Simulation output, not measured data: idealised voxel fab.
The name of this process module is voxel transistor to metal.
It is cross-section cut that appears here, measuring 150 nm in width, its square cells being 5 nm in size.
Cross-section spec: square-cell grid; bands listed top down; each band is one or more rows.
Within each band entry, the heights of the top and of the bottom of the band appear first, in that order and in nm; the materials of the band then follow from left to right, each with its corresponding width in nm. The designation "edge to edge" on a single material indicates that it fills the band from edge to edge; the designation "air" indicates empty space.
Counting heights begins at 0, where everything beneath is, in the wafer as received, one material. The lowest band has no bottom; it goes on downwards, as "from 0 down" shows.
Quick explanation for "30->40": the width changes in equal steps down the rows of cells, from the first number in the band's top row to the second number in its bottom row.
Reading "no modification" for a step: not a cell of the cross-section changed in it.
"Fully sealed cavities": sealed empty spaces, 8 cells or more, no open way to top, listed width x height at distance, with distance from the left edge and width, height and distance in nm.
If you see something after the settings on a step's line, that's the simulator's own remark about that step.
overlay nm: on a step with a mask, how far right of its planned place the mask lay; negative means left.

[plan]
| 1 | RECEIVE (material Si) |
| 2 | CONFORMAL_DEP (material SiO2; thk nm 5) |
| 3 | CONFORMAL_DEP (material SiN; thk nm 10) |
| 4 | PATTERN (tone cover; mask id ACTIVE; material resist; width nm 95; thk nm 15; overlay nm 0) |
| 5 | DIRECTIONAL_ETCH (etch materials SiN; depth nm 10) |
| 6 | DIRECTIONAL_ETCH (etch materials SiO2; depth nm 5) |
| 7 | DIRECTIONAL_ETCH (etch materials Si; depth nm 25) |
| 8 | STRIP (etch materials resist) |
| 9 | OXIDIZE (depth nm 5) |
| 10 | FILL_DEP (material SiO2; thk nm 10) |
| 11 | CMP (height nm 15) |
| 12 | SELECTIVE_ETCH (etch materials SiO2; depth nm 5) |
| 13 | STRIP (etch materials SiN) |
| 14 | SELECTIVE_ETCH (etch materials SiO2; depth nm 5) |
| 15 | OXIDIZE (depth nm 5) |
| 16 | DIRECTIONAL_DEP (material polySi; thk nm 30) |
| 17 | DIRECTIONAL_DEP (material SiCN; thk nm 10) |
| 18 | MASKED_ETCH (tone cover; mask id GATE; width nm 15; etch materials SiCN; depth nm 20; overlay nm 0) |
| 19 | MASKED_ETCH (tone cover; mask id GATE; width nm 15; etch materials polySi; depth nm 40; overlay nm 0) |
| 20 | CONFORMAL_DEP (material SiN; thk nm 10) |
| 21 | DIRECTIONAL_ETCH (etch materials SiN; depth nm 10) |
| 22 | DIRECTIONAL_ETCH (etch materials SiO2; depth nm 5) |
| 23 | DIRECTIONAL_ETCH (etch materials Si; depth nm 10) |
| 24 | EPI (material pSi; thk nm 10) |
| 25 | FILL_DEP (material SiO2; thk nm 5) |
| 26 | CMP (height nm 40) |
| 27 | DIRECTIONAL_DEP (material SiO2; thk nm 15) |
| 28 | MASKED_ETCH (tone open; mask id CONTACT; width nm 20; pitch nm 65; etch materials SiO2; depth nm 60; overlay nm 0) |
| 29 | CONFORMAL_DEP (material TiN; thk nm 5) |
| 30 | FILL_DEP (material Ru; thk nm 5) |
| 31 | CMP (height nm 55) |
| 32 | CONFORMAL_DEP (material SiCN; thk nm 5) |
| 33 | DIRECTIONAL_DEP (material SiO2; thk nm 20) |
| 34 | PATTERN (tone open; mask id METAL_1; material resist; width nm 20; pitch nm 65; thk nm 15; overlay nm 0) |
| 35 | DIRECTIONAL_ETCH (etch materials SiO2; depth nm 20) |
| 36 | DIRECTIONAL_ETCH (etch materials SiCN; depth nm 5) |
| 37 | STRIP (etch materials resist) |
| 38 | CONFORMAL_DEP (material TiN; thk nm 5) |
| 39 | FILL_DEP (material Cu; thk nm 5) |
| 40 | CMP (height nm 80) |
| 41 | CONFORMAL_DEP (material SiN; thk nm 5) |

[First wafer, two in total, run as planned]

[Shown in cross-section is the wafer as received, that is, as it stands after step 1]
	from 0 down: Si edge to edge
	Fully sealed cavities: none

[Wafer after step 2 (cross-section)]
	from 5 to 0: SiO2 edge to edge
	Nothing below the height 0 has changed.

[Wafer after step 3 (cross-section)]
	from 15 to 5: SiN edge to edge
	Nothing below the height 5 has changed.

[Wafer after step 4 (cross-section)]
	from 30 to 15: air 25; resist 95; air 30
	Nothing below the height 15 has changed.

[Wafer after step 5 (cross-section)]
	from 30 to 15: air 25; resist 95; air 30
	from 15 to 5: air 25; SiN 95; air 30
	Nothing below the height 5 has changed.

[Wafer after step 6 (cross-section)]
	from 30 to 15: air 25; resist 95; air 30
	from 15 to 5: air 25; SiN 95; air 30
	from 5 to 0: air 25; SiO2 95; air 30
	Nothing below the height 0 has changed.

[Wafer after step 7 (cross-section)]
	from 30 to 15: air 25; resist 95; air 30
	from 15 to 5: air 25; SiN 95; air 30
	from 5 to 0: air 25; SiO2 95; air 30
	from 0 to -25: air 25; Si 95; air 30
	Nothing below the height -25 has changed.

[Wafer after step 8 (cross-section)]
	from 15 to 5: air 25; SiN 95; air 30
	Nothing below the height 5 has changed.

[Wafer after step 9 (cross-section)]
	from 15 to 5: air 25; SiN 95; air 30
	from 5 to 0: air 25; SiO2 95; air 30
	from 0 to -25: air 25; SiO2 5; Si 85; SiO2 5; air 30
	from -25 to -30: SiO2 30; Si 85; SiO2 35
	Nothing below the height -30 has changed.

[Wafer after step 10 (cross-section)]
	from 25 to 15: SiO2 edge to edge
	from 15 to 5: SiO2 25; SiN 95; SiO2 30
	from 5 to 0: SiO2 edge to edge
	from 0 to -30: SiO2 30; Si 85; SiO2 35
	Nothing below the height -30 has changed.

[Wafer after step 11 (cross-section)]
	from 15 to 5: SiO2 25; SiN 95; SiO2 30
	Nothing below the height 5 has changed.

[Wafer after step 12 (cross-section)]
	from 15 to 10: air 25; SiN 95; air 30
	Nothing below the height 10 has changed.

[Wafer after step 13 (cross-section)]
	from 10 to 5: SiO2 25; air 95; SiO2 30
	Nothing below the height 5 has changed.

[Wafer after step 14 (cross-section)]
	from 5 to 0: SiO2 20; air 105; SiO2 25
	Nothing below the height 0 has changed.

[Wafer after step 15 (cross-section)]
	from 5 to 0: SiO2 20; air 105; SiO2 25
	from 0 to -5: SiO2 edge to edge
	Nothing below the height -5 has changed.

[Wafer after step 16 (cross-section)]
	from 35 to 30: polySi 20; air 105; polySi 25
	from 30 to 5: polySi edge to edge
	from 5 to 0: SiO2 20; polySi 105; SiO2 25
	Nothing below the height 0 has changed.

[Wafer after step 17 (cross-section)]
	from 45 to 40: SiCN 20; air 105; SiCN 25
	from 40 to 35: SiCN edge to edge
	from 35 to 30: polySi 20; SiCN 105; polySi 25
	Nothing below the height 30 has changed.

[Wafer after step 18 (cross-section)]
	from 40 to 35: air 65; SiCN 15; air 70
	from 35 to 30: polySi 20; air 45; SiCN 15; air 45; polySi 25
	Nothing below the height 30 has changed.

[Wafer after step 19 (cross-section)]
	from 40 to 30: air 65; SiCN 15; air 70
	from 30 to 5: air 65; polySi 15; air 70
	from 5 to 0: SiO2 20; air 45; polySi 15; air 45; SiO2 25
	Nothing below the height 0 has changed.

[Wafer after step 20 (cross-section)]
	from 50 to 40: air 55; SiN 35; air 60
	from 40 to 30: air 55; SiN 10; SiCN 15; SiN 10; air 60
	from 30 to 15: air 55; SiN 10; polySi 15; SiN 10; air 60
	from 15 to 10: SiN 30; air 25; SiN 10; polySi 15; SiN 10; air 25; SiN 35
	from 10 to 5: SiN 65; polySi 15; SiN 70
	from 5 to 0: SiO2 20; SiN 45; polySi 15; SiN 45; SiO2 25
	Nothing below the height 0 has changed.

[Wafer after step 21 (cross-section)]
	from 40 to 30: air 55; SiN 10; SiCN 15; SiN 10; air 60
	from 30 to 5: air 55; SiN 10; polySi 15; SiN 10; air 60
	from 5 to 0: SiO2 20; SiN 10; air 25; SiN 10; polySi 15; SiN 10; air 25; SiN 10; SiO2 25
	Nothing below the height 0 has changed.

[Wafer after step 22 (cross-section)]
	from 40 to 30: air 55; SiN 10; SiCN 15; SiN 10; air 60
	from 30 to 5: air 55; SiN 10; polySi 15; SiN 10; air 60
	from 5 to 0: air 20; SiN 10; air 25; SiN 10; polySi 15; SiN 10; air 25; SiN 10; air 25
	from 0 to -5: SiO2 30; air 25; SiO2 35; air 25; SiO2 35
	Nothing below the height -5 has changed.

[Wafer after step 23 (cross-section)]
	from 40 to 30: air 55; SiN 10; SiCN 15; SiN 10; air 60
	from 30 to 5: air 55; SiN 10; polySi 15; SiN 10; air 60
	from 5 to 0: air 20; SiN 10; air 25; SiN 10; polySi 15; SiN 10; air 25; SiN 10; air 25
	from 0 to -5: SiO2 30; air 25; SiO2 35; air 25; SiO2 35
	from -5 to -15: SiO2 30; air 25; Si 35; air 25; SiO2 35
	Nothing below the height -15 has changed.

[Wafer after step 24 (cross-section)]
	from 40 to 30: air 55; SiN 10; SiCN 15; SiN 10; air 60
	from 30 to 5: air 55; SiN 10; polySi 15; SiN 10; air 60
	from 5 to 0: air 20; SiN 10; air 15; pSi 10; SiN 10; polySi 15; SiN 10; pSi 10; air 15; SiN 10; air 25
	from 0 to -5: SiO2 30; air 15; pSi 10; SiO2 35; pSi 10; air 15; SiO2 35
	from -5 to -15: SiO2 30; pSi 25; Si 35; pSi 25; SiO2 35
	Nothing below the height -15 has changed.

[Wafer after step 25 (cross-section)]
	from 45 to 40: SiO2 edge to edge
	from 40 to 30: SiO2 55; SiN 10; SiCN 15; SiN 10; SiO2 60
	from 30 to 5: SiO2 55; SiN 10; polySi 15; SiN 10; SiO2 60
	from 5 to 0: SiO2 20; SiN 10; SiO2 15; pSi 10; SiN 10; polySi 15; SiN 10; pSi 10; SiO2 15; SiN 10; SiO2 25
	from 0 to -5: SiO2 45; pSi 10; SiO2 35; pSi 10; SiO2 50
	Nothing below the height -5 has changed.

[Wafer after step 26 (cross-section)]
	from 40 to 30: SiO2 55; SiN 10; SiCN 15; SiN 10; SiO2 60
	Nothing below the height 30 has changed.

[Wafer after step 27 (cross-section)]
	from 55 to 40: SiO2 edge to edge
	Nothing below the height 40 has changed.

[Wafer after step 28 (cross-section)]
	from 55 to 40: SiO2 30; air 20; SiO2 45; air 20; SiO2 35
	from 40 to 30: SiO2 30; air 20; SiO2 5; SiN 10; SiCN 15; SiN 10; SiO2 5; air 20; SiO2 35
	from 30 to 5: SiO2 30; air 20; SiO2 5; SiN 10; polySi 15; SiN 10; SiO2 5; air 20; SiO2 35
	from 5 to 0: SiO2 20; SiN 10; air 15; pSi 10; SiN 10; polySi 15; SiN 10; pSi 10; air 15; SiN 10; SiO2 25
	from 0 to -5: SiO2 30; air 15; pSi 10; SiO2 35; pSi 10; air 15; SiO2 35
	Nothing below the height -5 has changed.

[Wafer after step 29 (cross-section)]
	from 60 to 55: TiN 35; air 10; TiN 55; air 10; TiN 40
	from 55 to 40: SiO2 30; TiN 5; air 10; TiN 5; SiO2 45; TiN 5; air 10; TiN 5; SiO2 35
	from 40 to 30: SiO2 30; TiN 5; air 10; TiN 5; SiO2 5; SiN 10; SiCN 15; SiN 10; SiO2 5; TiN 5; air 10; TiN 5; SiO2 35
	from 30 to 10: SiO2 30; TiN 5; air 10; TiN 5; SiO2 5; SiN 10; polySi 15; SiN 10; SiO2 5; TiN 5; air 10; TiN 5; SiO2 35
	from 10 to 5: SiO2 30; TiN 5; air 5; TiN 10; SiO2 5; SiN 10; polySi 15; SiN 10; SiO2 5; TiN 10; air 5; TiN 5; SiO2 35
	from 5 to 0: SiO2 20; SiN 10; TiN 5; air 5; TiN 5; pSi 10; SiN 10; polySi 15; SiN 10; pSi 10; TiN 5; air 5; TiN 5; SiN 10; SiO2 25
	from 0 to -5: SiO2 30; TiN 15; pSi 10; SiO2 35; pSi 10; TiN 15; SiO2 35
	Nothing below the height -5 has changed.

[Wafer after step 30 (cross-section)]
	from 65 to 60: Ru edge to edge
	from 60 to 55: TiN 35; Ru 10; TiN 55; Ru 10; TiN 40
	from 55 to 40: SiO2 30; TiN 5; Ru 10; TiN 5; SiO2 45; TiN 5; Ru 10; TiN 5; SiO2 35
	from 40 to 30: SiO2 30; TiN 5; Ru 10; TiN 5; SiO2 5; SiN 10; SiCN 15; SiN 10; SiO2 5; TiN 5; Ru 10; TiN 5; SiO2 35
	from 30 to 10: SiO2 30; TiN 5; Ru 10; TiN 5; SiO2 5; SiN 10; polySi 15; SiN 10; SiO2 5; TiN 5; Ru 10; TiN 5; SiO2 35
	from 10 to 5: SiO2 30; TiN 5; Ru 5; TiN 10; SiO2 5; SiN 10; polySi 15; SiN 10; SiO2 5; TiN 10; Ru 5; TiN 5; SiO2 35
	from 5 to 0: SiO2 20; SiN 10; TiN 5; Ru 5; TiN 5; pSi 10; SiN 10; polySi 15; SiN 10; pSi 10; TiN 5; Ru 5; TiN 5; SiN 10; SiO2 25
	Nothing below the height 0 has changed.

[Wafer after step 31 (cross-section)]
	from 55 to 40: SiO2 30; TiN 5; Ru 10; TiN 5; SiO2 45; TiN 5; Ru 10; TiN 5; SiO2 35
	Nothing below the height 40 has changed.

[Wafer after step 32 (cross-section)]
	from 60 to 55: SiCN edge to edge
	Nothing below the height 55 has changed.

[Wafer after step 33 (cross-section)]
	from 80 to 60: SiO2 edge to edge
	Nothing below the height 60 has changed.

[Wafer after step 34 (cross-section)]
	from 95 to 80: resist 30; air 20; resist 45; air 20; resist 35
	Nothing below the height 80 has changed.

[Wafer after step 35 (cross-section)]
	from 95 to 80: resist 30; air 20; resist 45; air 20; resist 35
	from 80 to 60: SiO2 30; air 20; SiO2 45; air 20; SiO2 35
	Nothing below the height 60 has changed.

[Wafer after step 36 (cross-section)]
	from 95 to 80: resist 30; air 20; resist 45; air 20; resist 35
	from 80 to 60: SiO2 30; air 20; SiO2 45; air 20; SiO2 35
	from 60 to 55: SiCN 30; air 20; SiCN 45; air 20; SiCN 35
	Nothing below the height 55 has changed.

[Wafer after step 37 (cross-section)]
	from 80 to 60: SiO2 30; air 20; SiO2 45; air 20; SiO2 35
	Nothing below the height 60 has changed.

[Wafer after step 38 (cross-section)]
	from 85 to 80: TiN 35; air 10; TiN 55; air 10; TiN 40
	from 80 to 60: SiO2 30; TiN 5; air 10; TiN 5; SiO2 45; TiN 5; air 10; TiN 5; SiO2 35
	from 60 to 55: SiCN 30; TiN 20; SiCN 45; TiN 20; SiCN 35
	Nothing below the height 55 has changed.

[Wafer after step 39 (cross-section)]
	from 90 to 85: Cu edge to edge
	from 85 to 80: TiN 35; Cu 10; TiN 55; Cu 10; TiN 40
	from 80 to 60: SiO2 30; TiN 5; Cu 10; TiN 5; SiO2 45; TiN 5; Cu 10; TiN 5; SiO2 35
	Nothing below the height 60 has changed.

[Wafer after step 40 (cross-section)]
	from 80 to 60: SiO2 30; TiN 5; Cu 10; TiN 5; SiO2 45; TiN 5; Cu 10; TiN 5; SiO2 35
	Nothing below the height 60 has changed.

[Wafer after step 41 (cross-section)]
	from 85 to 80: SiN edge to edge
	Nothing below the height 80 has changed.

[The Second Wafer: Common Origin and Plan, One Mistake in Execution, Identical to the First Through Step 27]

[Cross-sectional representation of the second wafer at the time designated in the plan for the completion of step 28]
	from 55 to 40: SiO2 25; air 30; SiO2 35; air 30; SiO2 30
	from 40 to 30: SiO2 25; air 30; SiN 10; SiCN 15; SiN 10; air 30; SiO2 30
	from 30 to 5: SiO2 25; air 30; SiN 10; polySi 15; SiN 10; air 30; SiO2 30
	from 5 to 0: SiO2 20; SiN 10; air 15; pSi 10; SiN 10; polySi 15; SiN 10; pSi 10; air 15; SiN 10; SiO2 25
	from 0 to -5: SiO2 30; air 15; pSi 10; SiO2 35; pSi 10; air 15; SiO2 35
	Nothing below the height -5 has changed.

[Cross-sectional representation of the second wafer at the time designated in the plan for the completion of step 29]
	from 60 to 55: TiN 30; air 20; TiN 45; air 20; TiN 35
	from 55 to 40: SiO2 25; TiN 5; air 20; TiN 5; SiO2 35; TiN 5; air 20; TiN 5; SiO2 30
	from 40 to 30: SiO2 25; TiN 5; air 20; TiN 5; SiN 10; SiCN 15; SiN 10; TiN 5; air 20; TiN 5; SiO2 30
	from 30 to 10: SiO2 25; TiN 5; air 20; TiN 5; SiN 10; polySi 15; SiN 10; TiN 5; air 20; TiN 5; SiO2 30
	from 10 to 5: SiO2 25; TiN 10; air 5; TiN 15; SiN 10; polySi 15; SiN 10; TiN 15; air 5; TiN 10; SiO2 30
	from 5 to 0: SiO2 20; SiN 10; TiN 5; air 5; TiN 5; pSi 10; SiN 10; polySi 15; SiN 10; pSi 10; TiN 5; air 5; TiN 5; SiN 10; SiO2 25
	from 0 to -5: SiO2 30; TiN 15; pSi 10; SiO2 35; pSi 10; TiN 15; SiO2 35
	Nothing below the height -5 has changed.

[Cross-sectional representation of the second wafer at the time designated in the plan for the completion of step 30]
	from 65 to 60: Ru edge to edge
	from 60 to 55: TiN 30; Ru 20; TiN 45; Ru 20; TiN 35
	from 55 to 40: SiO2 25; TiN 5; Ru 20; TiN 5; SiO2 35; TiN 5; Ru 20; TiN 5; SiO2 30
	from 40 to 30: SiO2 25; TiN 5; Ru 20; TiN 5; SiN 10; SiCN 15; SiN 10; TiN 5; Ru 20; TiN 5; SiO2 30
	from 30 to 10: SiO2 25; TiN 5; Ru 20; TiN 5; SiN 10; polySi 15; SiN 10; TiN 5; Ru 20; TiN 5; SiO2 30
	from 10 to 5: SiO2 25; TiN 10; Ru 5; TiN 15; SiN 10; polySi 15; SiN 10; TiN 15; Ru 5; TiN 10; SiO2 30
	from 5 to 0: SiO2 20; SiN 10; TiN 5; Ru 5; TiN 5; pSi 10; SiN 10; polySi 15; SiN 10; pSi 10; TiN 5; Ru 5; TiN 5; SiN 10; SiO2 25
	Nothing below the height 0 has changed.

[Cross-sectional representation of the second wafer at the time designated in the plan for the completion of step 31]
	from 55 to 40: SiO2 25; TiN 5; Ru 20; TiN 5; SiO2 35; TiN 5; Ru 20; TiN 5; SiO2 30
	Nothing below the height 40 has changed.

[Cross-sectional representation of the second wafer at the time designated in the plan for the completion of step 32]
	from 60 to 55: SiCN edge to edge
	Nothing below the height 55 has changed.

[Cross-sectional representation of the second wafer at the time designated in the plan for the completion of step 33]
	from 80 to 60: SiO2 edge to edge
	Nothing below the height 60 has changed.

[Cross-sectional representation of the second wafer at the time designated in the plan for the completion of step 34]
	from 95 to 80: resist 30; air 20; resist 45; air 20; resist 35
	Nothing below the height 80 has changed.

[Cross-sectional representation of the second wafer at the time designated in the plan for the completion of step 35]
	from 95 to 80: resist 30; air 20; resist 45; air 20; resist 35
	from 80 to 60: SiO2 30; air 20; SiO2 45; air 20; SiO2 35
	Nothing below the height 60 has changed.

[Cross-sectional representation of the second wafer at the time designated in the plan for the completion of step 36]
	from 95 to 80: resist 30; air 20; resist 45; air 20; resist 35
	from 80 to 60: SiO2 30; air 20; SiO2 45; air 20; SiO2 35
	from 60 to 55: SiCN 30; air 20; SiCN 45; air 20; SiCN 35
	Nothing below the height 55 has changed.

[Cross-sectional representation of the second wafer at the time designated in the plan for the completion of step 37]
	from 80 to 60: SiO2 30; air 20; SiO2 45; air 20; SiO2 35
	Nothing below the height 60 has changed.

[Cross-sectional representation of the second wafer at the time designated in the plan for the completion of step 38]
	from 85 to 80: TiN 35; air 10; TiN 55; air 10; TiN 40
	from 80 to 60: SiO2 30; TiN 5; air 10; TiN 5; SiO2 45; TiN 5; air 10; TiN 5; SiO2 35
	from 60 to 55: SiCN 30; TiN 20; SiCN 45; TiN 20; SiCN 35
	Nothing below the height 55 has changed.

[Cross-sectional representation of the second wafer at the time designated in the plan for the completion of step 39]
	from 90 to 85: Cu edge to edge
	from 85 to 80: TiN 35; Cu 10; TiN 55; Cu 10; TiN 40
	from 80 to 60: SiO2 30; TiN 5; Cu 10; TiN 5; SiO2 45; TiN 5; Cu 10; TiN 5; SiO2 35
	Nothing below the height 60 has changed.

[Cross-sectional representation of the second wafer at the time designated in the plan for the completion of step 40]
	from 80 to 60: SiO2 30; TiN 5; Cu 10; TiN 5; SiO2 45; TiN 5; Cu 10; TiN 5; SiO2 35
	Nothing below the height 60 has changed.

[Cross-sectional representation of the second wafer at the time designated in the plan for the completion of step 41]
	from 85 to 80: SiN edge to edge
	Nothing below the height 80 has changed.
Error vs. plan: not per plan at step 28, really ran MASKED_ETCH (tone open; mask id CONTACT; width nm 30; pitch nm 65; etch materials SiO2; depth nm 60; overlay nm 0)
In the final state, the cell counts of the second wafer exceed or fall short of those of the first for the following materials: Ru +36, SiO2 -40, TiN +4
